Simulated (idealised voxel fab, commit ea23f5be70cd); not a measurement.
Presented below is a process module, voxel capacitor over wiring.
180 nm wide, 5 nm square cells: that's cross-section cut.
A cross-section in this document is a grid of square cells, and it is written down as bands, the top band listed before the ones below it; a band is made up of one or more rows of cells. Per band: top height and bottom height in nm, followed by the left-to-right materials and their widths in nm; "throughout" marks a single material spanning edge to edge, "empty" marks empty space. Heights from 0 (as-received wafer is one material below). Bottom band endless downward, as "top 0, no bottom". Top row gets the first number, bottom row gets the second, and each row in between changes by the same step: that is how a band width like "30 to 40" works. "changes: none" (step): cross-section cells unchanged, all of them. The entry titled "Unvented voids" provides the empty spaces that have no open way to the top, restricted to those of 8 cells or more. Each is presented as width x height at distance, the distance being measured from the left edge, with all three in nm. On each step's line, the part that comes after the settings is the simulator's own comment on the step. For masked steps, "overlay nm" on the step line gives how far right of plan the mask actually lay; a minus sign means it lay to the left.

This section lists the process steps that were planned
1. RECEIVE [material Si]
2. CONFORMAL_DEP [material SiO2] [thk nm 10]
3. DIRECTIONAL_DEP [material TiN] [thk nm 5]
4. DIRECTIONAL_DEP [material W] [thk nm 15]
5. PATTERN [tone cover] [mask id METAL_1] [material resist] [width nm 25] [pitch nm 75] [thk nm 15] [overlay nm 0]
6. DIRECTIONAL_ETCH [etch materials W] [depth nm 15]
7. DIRECTIONAL_ETCH [etch materials TiN] [depth nm 5]
8. STRIP [etch materials resist]
9. FILL_DEP [material lowk] [thk nm 5]
10. CMP [height nm 30]
11. CONFORMAL_DEP [material SiCN] [thk nm 5]
12. DIRECTIONAL_DEP [material lowk] [thk nm 20]
13. PATTERN [tone open] [mask id PLUG_1] [material resist] [width nm 15] [thk nm 15] [overlay nm 0]
14. DIRECTIONAL_ETCH [etch materials lowk] [depth nm 20]
15. DIRECTIONAL_ETCH [etch materials SiCN] [depth nm 5]
16. STRIP [etch materials resist]
17. EPI [material Ru] [thk nm 10]
18. EPI [material Ru] [thk nm 10]
19. EPI [material Ru] [thk nm 5]
20. DIRECTIONAL_DEP [material TiN] [thk nm 10]
21. DIRECTIONAL_DEP [material Al2O3] [thk nm 5]
22. DIRECTIONAL_DEP [material TiN] [thk nm 5]
23. DIRECTIONAL_DEP [material aC] [thk nm 15]
24. PATTERN [tone cover] [mask id UPPER_PLATE] [material resist] [width nm 55] [thk nm 35] [overlay nm 0]
25. DIRECTIONAL_ETCH [etch materials aC] [depth nm 15]
26. STRIP [etch materials resist]
27. DIRECTIONAL_ETCH [etch materials TiN] [depth nm 5]
28. DIRECTIONAL_ETCH [etch materials Al2O3] [depth nm 5]
29. STRIP [etch materials aC]
30. PATTERN [tone cover] [mask id LOWER_PLATE] [material resist] [width nm 65] [thk nm 20] [overlay nm 0]
31. DIRECTIONAL_ETCH [etch materials TiN] [depth nm 10]
32. STRIP [etch materials resist]
33. FILL_DEP [material SiO2] [thk nm 20]
34. CMP [height nm 90]
35. PATTERN [tone open] [mask id PLUG_2] [material resist] [width nm 15] [thk nm 20] [overlay nm 0]
36. DIRECTIONAL_ETCH [etch materials SiO2] [depth nm 15]
37. STRIP [etch materials resist]
38. CONFORMAL_DEP [material TiN] [thk nm 5]
39. FILL_DEP [material W] [thk nm 10]
40. CMP [height nm 90]
41. CONFORMAL_DEP [material SiN] [thk nm 5]

The first wafer of two, processed as planned

Incoming wafer in cross-section (state: after step 1)
	top 0, no bottom | Si throughout
	Unvented voids: none

Wafer after step 2 (cross-section)
	top 10, bottom 0 | SiO2 throughout
	For the remainder of the cross-section, below 0, there is no change.

Wafer after step 3 (cross-section)
	top 15, bottom 10 | TiN throughout
	For the remainder of the cross-section, below 10, there is no change.

Wafer after step 4 (cross-section)
	top 30, bottom 15 | W throughout
	For the remainder of the cross-section, below 15, there is no change.

Wafer after step 5 (cross-section)
	top 45, bottom 30 | 40 empty / 25 resist / 50 empty / 25 resist / 40 empty
	For the remainder of the cross-section, below 30, there is no change.

Wafer after step 6 (cross-section)
	top 45, bottom 30 | 40 empty / 25 resist / 50 empty / 25 resist / 40 empty
	top 30, bottom 15 | 40 empty / 25 W / 50 empty / 25 W / 40 empty
	For the remainder of the cross-section, below 15, there is no change.

Wafer after step 7 (cross-section)
	top 45, bottom 30 | 40 empty / 25 resist / 50 empty / 25 resist / 40 empty
	top 30, bottom 15 | 40 empty / 25 W / 50 empty / 25 W / 40 empty
	top 15, bottom 10 | 40 empty / 25 TiN / 50 empty / 25 TiN / 40 empty
	For the remainder of the cross-section, below 10, there is no change.

Wafer after step 8 (cross-section)
	top 30, bottom 15 | 40 empty / 25 W / 50 empty / 25 W / 40 empty
	For the remainder of the cross-section, below 15, there is no change.

Wafer after step 9 (cross-section)
	top 35, bottom 30 | lowk throughout
	top 30, bottom 15 | 40 lowk / 25 W / 50 lowk / 25 W / 40 lowk
	top 15, bottom 10 | 40 lowk / 25 TiN / 50 lowk / 25 TiN / 40 lowk
	For the remainder of the cross-section, below 10, there is no change.

Wafer after step 10 (cross-section)
	top 30, bottom 15 | 40 lowk / 25 W / 50 lowk / 25 W / 40 lowk
	For the remainder of the cross-section, below 15, there is no change.

Wafer after step 11 (cross-section)
	top 35, bottom 30 | SiCN throughout
	For the remainder of the cross-section, below 30, there is no change.

Wafer after step 12 (cross-section)
	top 55, bottom 35 | lowk throughout
	For the remainder of the cross-section, below 35, there is no change.

Wafer after step 13 (cross-section)
	top 70, bottom 55 | 50 resist / 15 empty / 115 resist
	For the remainder of the cross-section, below 55, there is no change.

Wafer after step 14 (cross-section)
	top 70, bottom 55 | 50 resist / 15 empty / 115 resist
	top 55, bottom 35 | 50 lowk / 15 empty / 115 lowk
	For the remainder of the cross-section, below 35, there is no change.

Wafer after step 15 (cross-section)
	top 70, bottom 55 | 50 resist / 15 empty / 115 resist
	top 55, bottom 35 | 50 lowk / 15 empty / 115 lowk
	top 35, bottom 30 | 50 SiCN / 15 empty / 115 SiCN
	For the remainder of the cross-section, below 30, there is no change.

Wafer after step 16 (cross-section)
	top 55, bottom 35 | 50 lowk / 15 empty / 115 lowk
	For the remainder of the cross-section, below 35, there is no change.

Wafer after step 17 (cross-section)
	top 55, bottom 40 | 50 lowk / 15 empty / 115 lowk
	top 40, bottom 35 | 50 lowk / 15 Ru / 115 lowk
	top 35, bottom 30 | 50 SiCN / 15 Ru / 115 SiCN
	For the remainder of the cross-section, below 30, there is no change.

Wafer after step 18 (cross-section)
	top 55, bottom 50 | 50 lowk / 15 empty / 115 lowk
	top 50, bottom 35 | 50 lowk / 15 Ru / 115 lowk
	For the remainder of the cross-section, below 35, there is no change.

Wafer after step 19 (cross-section)
	top 55, bottom 35 | 50 lowk / 15 Ru / 115 lowk
	For the remainder of the cross-section, below 35, there is no change.

Wafer after step 20 (cross-section)
	top 65, bottom 55 | TiN throughout
	For the remainder of the cross-section, below 55, there is no change.

Wafer after step 21 (cross-section)
	top 70, bottom 65 | Al2O3 throughout
	For the remainder of the cross-section, below 65, there is no change.

Wafer after step 22 (cross-section)
	top 75, bottom 70 | TiN throughout
	For the remainder of the cross-section, below 70, there is no change.

Wafer after step 23 (cross-section)
	top 90, bottom 75 | aC throughout
	For the remainder of the cross-section, below 75, there is no change.

Wafer after step 24 (cross-section)
	top 125, bottom 90 | 50 empty / 55 resist / 75 empty
	For the remainder of the cross-section, below 90, there is no change.

Wafer after step 25 (cross-section)
	top 110, bottom 90 | 50 empty / 55 resist / 75 empty
	top 90, bottom 75 | 50 empty / 55 aC / 75 empty
	For the remainder of the cross-section, below 75, there is no change.

Wafer after step 26 (cross-section)
	top 90, bottom 75 | 50 empty / 55 aC / 75 empty
	For the remainder of the cross-section, below 75, there is no change.

Wafer after step 27 (cross-section)
	top 90, bottom 75 | 50 empty / 55 aC / 75 empty
	top 75, bottom 70 | 50 empty / 55 TiN / 75 empty
	For the remainder of the cross-section, below 70, there is no change.

Wafer after step 28 (cross-section)
	top 90, bottom 75 | 50 empty / 55 aC / 75 empty
	top 75, bottom 70 | 50 empty / 55 TiN / 75 empty
	top 70, bottom 65 | 50 empty / 55 Al2O3 / 75 empty
	For the remainder of the cross-section, below 65, there is no change.

Wafer after step 29 (cross-section)
	top 75, bottom 70 | 50 empty / 55 TiN / 75 empty
	For the remainder of the cross-section, below 70, there is no change.

Wafer after step 30 (cross-section)
	top 95, bottom 75 | 45 empty / 65 resist / 70 empty
	top 75, bottom 70 | 45 empty / 5 resist / 55 TiN / 5 resist / 70 empty
	top 70, bottom 65 | 45 empty / 5 resist / 55 Al2O3 / 5 resist / 70 empty
	For the remainder of the cross-section, below 65, there is no change.

Wafer after step 31 (cross-section)
	top 95, bottom 75 | 45 empty / 65 resist / 70 empty
	top 75, bottom 70 | 45 empty / 5 resist / 55 TiN / 5 resist / 70 empty
	top 70, bottom 65 | 45 empty / 5 resist / 55 Al2O3 / 5 resist / 70 empty
	top 65, bottom 55 | 45 empty / 65 TiN / 70 empty
	For the remainder of the cross-section, below 55, there is no change.

Wafer after step 32 (cross-section)
	top 75, bottom 70 | 50 empty / 55 TiN / 75 empty
	top 70, bottom 65 | 50 empty / 55 Al2O3 / 75 empty
	For the remainder of the cross-section, below 65, there is no change.

Wafer after step 33 (cross-section)
	top 95, bottom 75 | SiO2 throughout
	top 75, bottom 70 | 50 SiO2 / 55 TiN / 75 SiO2
	top 70, bottom 65 | 50 SiO2 / 55 Al2O3 / 75 SiO2
	top 65, bottom 55 | 45 SiO2 / 65 TiN / 70 SiO2
	For the remainder of the cross-section, below 55, there is no change.

Wafer after step 34 (cross-section)
	top 90, bottom 75 | SiO2 throughout
	For the remainder of the cross-section, below 75, there is no change.

Wafer after step 35 (cross-section)
	top 110, bottom 90 | 60 resist / 15 empty / 105 resist
	For the remainder of the cross-section, below 90, there is no change.

Wafer after step 36 (cross-section)
	top 110, bottom 90 | 60 resist / 15 empty / 105 resist
	top 90, bottom 75 | 60 SiO2 / 15 empty / 105 SiO2
	For the remainder of the cross-section, below 75, there is no change.

Wafer after step 37 (cross-section)
	top 90, bottom 75 | 60 SiO2 / 15 empty / 105 SiO2
	For the remainder of the cross-section, below 75, there is no change.

Wafer after step 38 (cross-section)
	top 95, bottom 90 | 65 TiN / 5 empty / 110 TiN
	top 90, bottom 80 | 60 SiO2 / 5 TiN / 5 empty / 5 TiN / 105 SiO2
	top 80, bottom 70 | 60 to 50 SiO2 / 15 to 55 TiN / 105 to 75 SiO2
	For the remainder of the cross-section, below 70, there is no change.

Wafer after step 39 (cross-section)
	top 105, bottom 95 | W throughout
	top 95, bottom 90 | 65 TiN / 5 W / 110 TiN
	top 90, bottom 80 | 60 SiO2 / 5 TiN / 5 W / 5 TiN / 105 SiO2
	For the remainder of the cross-section, below 80, there is no change.

Wafer after step 40 (cross-section)
	top 90, bottom 80 | 60 SiO2 / 5 TiN / 5 W / 5 TiN / 105 SiO2
	For the remainder of the cross-section, below 80, there is no change.

Wafer after step 41 (cross-section)
	top 95, bottom 90 | SiN throughout
	For the remainder of the cross-section, below 90, there is no change.

Notes, second wafer: start = first wafer's, plan = first wafer's, execution had one mistake; history identical to first through step 2

Second wafer: cross-section at the scheduled end of step 3: changes: none

Second wafer: cross-section at the scheduled end of step 4
	top 25, bottom 10 | W throughout
	For the remainder of the cross-section, below 10, there is no change.

Second wafer: cross-section at the scheduled end of step 5
	top 40, bottom 25 | 40 empty / 25 resist / 50 empty / 25 resist / 40 empty
	For the remainder of the cross-section, below 25, there is no change.

Second wafer: cross-section at the scheduled end of step 6
	top 40, bottom 25 | 40 empty / 25 resist / 50 empty / 25 resist / 40 empty
	top 25, bottom 10 | 40 empty / 25 W / 50 empty / 25 W / 40 empty
	For the remainder of the cross-section, below 10, there is no change.

Second wafer: cross-section at the scheduled end of step 7: changes: none

Second wafer: cross-section at the scheduled end of step 8
	top 25, bottom 10 | 40 empty / 25 W / 50 empty / 25 W / 40 empty
	For the remainder of the cross-section, below 10, there is no change.

Second wafer: cross-section at the scheduled end of step 9
	top 30, bottom 25 | lowk throughout
	top 25, bottom 10 | 40 lowk / 25 W / 50 lowk / 25 W / 40 lowk
	For the remainder of the cross-section, below 10, there is no change.

Second wafer: cross-section at the scheduled end of step 10: changes: none

Second wafer: cross-section at the scheduled end of step 11
	top 35, bottom 30 | SiCN throughout
	For the remainder of the cross-section, below 30, there is no change.

Second wafer: cross-section at the scheduled end of step 12
	top 55, bottom 35 | lowk throughout
	For the remainder of the cross-section, below 35, there is no change.

Second wafer: cross-section at the scheduled end of step 13
	top 70, bottom 55 | 50 resist / 15 empty / 115 resist
	For the remainder of the cross-section, below 55, there is no change.

Second wafer: cross-section at the scheduled end of step 14
	top 70, bottom 55 | 50 resist / 15 empty / 115 resist
	top 55, bottom 35 | 50 lowk / 15 empty / 115 lowk
	For the remainder of the cross-section, below 35, there is no change.

Second wafer: cross-section at the scheduled end of step 15
	top 70, bottom 55 | 50 resist / 15 empty / 115 resist
	top 55, bottom 35 | 50 lowk / 15 empty / 115 lowk
	top 35, bottom 30 | 50 SiCN / 15 empty / 115 SiCN
	For the remainder of the cross-section, below 30, there is no change.

Second wafer: cross-section at the scheduled end of step 16
	top 55, bottom 35 | 50 lowk / 15 empty / 115 lowk
	For the remainder of the cross-section, below 35, there is no change.

Second wafer: cross-section at the scheduled end of step 17: changes: none

Second wafer: cross-section at the scheduled end of step 18: changes: none

Second wafer: cross-section at the scheduled end of step 19: changes: none

Second wafer: cross-section at the scheduled end of step 20
	top 65, bottom 55 | 50 TiN / 15 empty / 115 TiN
	top 55, bottom 40 | 50 lowk / 15 empty / 115 lowk
	top 40, bottom 35 | 50 lowk / 15 TiN / 115 lowk
	top 35, bottom 30 | 50 SiCN / 15 TiN / 115 SiCN
	For the remainder of the cross-section, below 30, there is no change.

Second wafer: cross-section at the scheduled end of step 21
	top 70, bottom 65 | 50 Al2O3 / 15 empty / 115 Al2O3
	top 65, bottom 55 | 50 TiN / 15 empty / 115 TiN
	top 55, bottom 45 | 50 lowk / 15 empty / 115 lowk
	top 45, bottom 40 | 50 lowk / 15 Al2O3 / 115 lowk
	For the remainder of the cross-section, below 40, there is no change.

Second wafer: cross-section at the scheduled end of step 22
	top 75, bottom 70 | 50 TiN / 15 empty / 115 TiN
	top 70, bottom 65 | 50 Al2O3 / 15 empty / 115 Al2O3
	top 65, bottom 55 | 50 TiN / 15 empty / 115 TiN
	top 55, bottom 50 | 50 lowk / 15 empty / 115 lowk
	top 50, bottom 45 | 50 lowk / 15 TiN / 115 lowk
	For the remainder of the cross-section, below 45, there is no change.

Second wafer: cross-section at the scheduled end of step 23
	top 90, bottom 75 | 50 aC / 15 empty / 115 aC
	top 75, bottom 70 | 50 TiN / 15 empty / 115 TiN
	top 70, bottom 65 | 50 Al2O3 / 15 empty / 115 Al2O3
	top 65, bottom 55 | 50 TiN / 15 aC / 115 TiN
	top 55, bottom 50 | 50 lowk / 15 aC / 115 lowk
	For the remainder of the cross-section, below 50, there is no change.

Second wafer: cross-section at the scheduled end of step 24
	top 125, bottom 90 | 50 empty / 55 resist / 75 empty
	top 90, bottom 75 | 50 aC / 15 resist / 115 aC
	top 75, bottom 70 | 50 TiN / 15 resist / 115 TiN
	top 70, bottom 65 | 50 Al2O3 / 15 resist / 115 Al2O3
	For the remainder of the cross-section, below 65, there is no change.

Second wafer: cross-section at the scheduled end of step 25
	top 110, bottom 90 | 50 empty / 55 resist / 75 empty
	top 90, bottom 75 | 50 empty / 15 resist / 40 aC / 75 empty
	For the remainder of the cross-section, below 75, there is no change.

Second wafer: cross-section at the scheduled end of step 26
	top 90, bottom 75 | 65 empty / 40 aC / 75 empty
	top 75, bottom 70 | 50 TiN / 15 empty / 115 TiN
	top 70, bottom 65 | 50 Al2O3 / 15 empty / 115 Al2O3
	For the remainder of the cross-section, below 65, there is no change.

Second wafer: cross-section at the scheduled end of step 27
	top 90, bottom 75 | 65 empty / 40 aC / 75 empty
	top 75, bottom 70 | 65 empty / 40 TiN / 75 empty
	For the remainder of the cross-section, below 70, there is no change.

Second wafer: cross-section at the scheduled end of step 28
	top 90, bottom 75 | 65 empty / 40 aC / 75 empty
	top 75, bottom 70 | 65 empty / 40 TiN / 75 empty
	top 70, bottom 65 | 65 empty / 40 Al2O3 / 75 empty
	For the remainder of the cross-section, below 65, there is no change.

Second wafer: cross-section at the scheduled end of step 29
	top 75, bottom 70 | 65 empty / 40 TiN / 75 empty
	top 70, bottom 65 | 65 empty / 40 Al2O3 / 75 empty
	top 65, bottom 55 | 50 TiN / 15 empty / 115 TiN
	top 55, bottom 50 | 50 lowk / 15 empty / 115 lowk
	For the remainder of the cross-section, below 50, there is no change.

Second wafer: cross-section at the scheduled end of step 30
	top 95, bottom 75 | 45 empty / 65 resist / 70 empty
	top 75, bottom 70 | 45 empty / 20 resist / 40 TiN / 5 resist / 70 empty
	top 70, bottom 65 | 45 empty / 20 resist / 40 Al2O3 / 5 resist / 70 empty
	top 65, bottom 55 | 50 TiN / 15 resist / 115 TiN
	top 55, bottom 50 | 50 lowk / 15 resist / 115 lowk
	For the remainder of the cross-section, below 50, there is no change.

Second wafer: cross-section at the scheduled end of step 31
	top 95, bottom 75 | 45 empty / 65 resist / 70 empty
	top 75, bottom 70 | 45 empty / 20 resist / 40 TiN / 5 resist / 70 empty
	top 70, bottom 65 | 45 empty / 20 resist / 40 Al2O3 / 5 resist / 70 empty
	top 65, bottom 55 | 45 empty / 5 TiN / 15 resist / 45 TiN / 70 empty
	For the remainder of the cross-section, below 55, there is no change.

Second wafer: cross-section at the scheduled end of step 32
	top 75, bottom 70 | 65 empty / 40 TiN / 75 empty
	top 70, bottom 65 | 65 empty / 40 Al2O3 / 75 empty
	top 65, bottom 55 | 45 empty / 5 TiN / 15 empty / 45 TiN / 70 empty
	top 55, bottom 50 | 50 lowk / 15 empty / 115 lowk
	For the remainder of the cross-section, below 50, there is no change.

Second wafer: cross-section at the scheduled end of step 33
	top 95, bottom 75 | SiO2 throughout
	top 75, bottom 70 | 65 SiO2 / 40 TiN / 75 SiO2
	top 70, bottom 65 | 65 SiO2 / 40 Al2O3 / 75 SiO2
	top 65, bottom 55 | 45 SiO2 / 5 TiN / 15 SiO2 / 45 TiN / 70 SiO2
	top 55, bottom 50 | 50 lowk / 15 SiO2 / 115 lowk
	For the remainder of the cross-section, below 50, there is no change.

Second wafer: cross-section at the scheduled end of step 34
	top 90, bottom 75 | SiO2 throughout
	For the remainder of the cross-section, below 75, there is no change.

Second wafer: cross-section at the scheduled end of step 35
	top 110, bottom 90 | 60 resist / 15 empty / 105 resist
	For the remainder of the cross-section, below 90, there is no change.

Second wafer: cross-section at the scheduled end of step 36
	top 110, bottom 90 | 60 resist / 15 empty / 105 resist
	top 90, bottom 75 | 60 SiO2 / 15 empty / 105 SiO2
	For the remainder of the cross-section, below 75, there is no change.

Second wafer: cross-section at the scheduled end of step 37
	top 90, bottom 75 | 60 SiO2 / 15 empty / 105 SiO2
	For the remainder of the cross-section, below 75, there is no change.

Second wafer: cross-section at the scheduled end of step 38
	top 95, bottom 90 | 65 TiN / 5 empty / 110 TiN
	top 90, bottom 80 | 60 SiO2 / 5 TiN / 5 empty / 5 TiN / 105 SiO2
	top 80, bottom 70 | 60 to 65 SiO2 / 15 to 40 TiN / 105 to 75 SiO2
	For the remainder of the cross-section, below 70, there is no change.

Second wafer: cross-section at the scheduled end of step 39
	top 105, bottom 95 | W throughout
	top 95, bottom 90 | 65 TiN / 5 W / 110 TiN
	top 90, bottom 80 | 60 SiO2 / 5 TiN / 5 W / 5 TiN / 105 SiO2
	For the remainder of the cross-section, below 80, there is no change.

Second wafer: cross-section at the scheduled end of step 40
	top 90, bottom 80 | 60 SiO2 / 5 TiN / 5 W / 5 TiN / 105 SiO2
	For the remainder of the cross-section, below 80, there is no change.

Second wafer: cross-section at the scheduled end of step 41
	top 95, bottom 90 | SiN throughout
	For the remainder of the cross-section, below 90, there is no change.
So what did we get wrong on this run? step 3 of the plan was excluded from execution and never run
Final cells, second wafer relative to first, materials higher or lower: 15 fewer of Ru, 15 more of SiO2, 10 fewer of TiN, 10 more of lowk
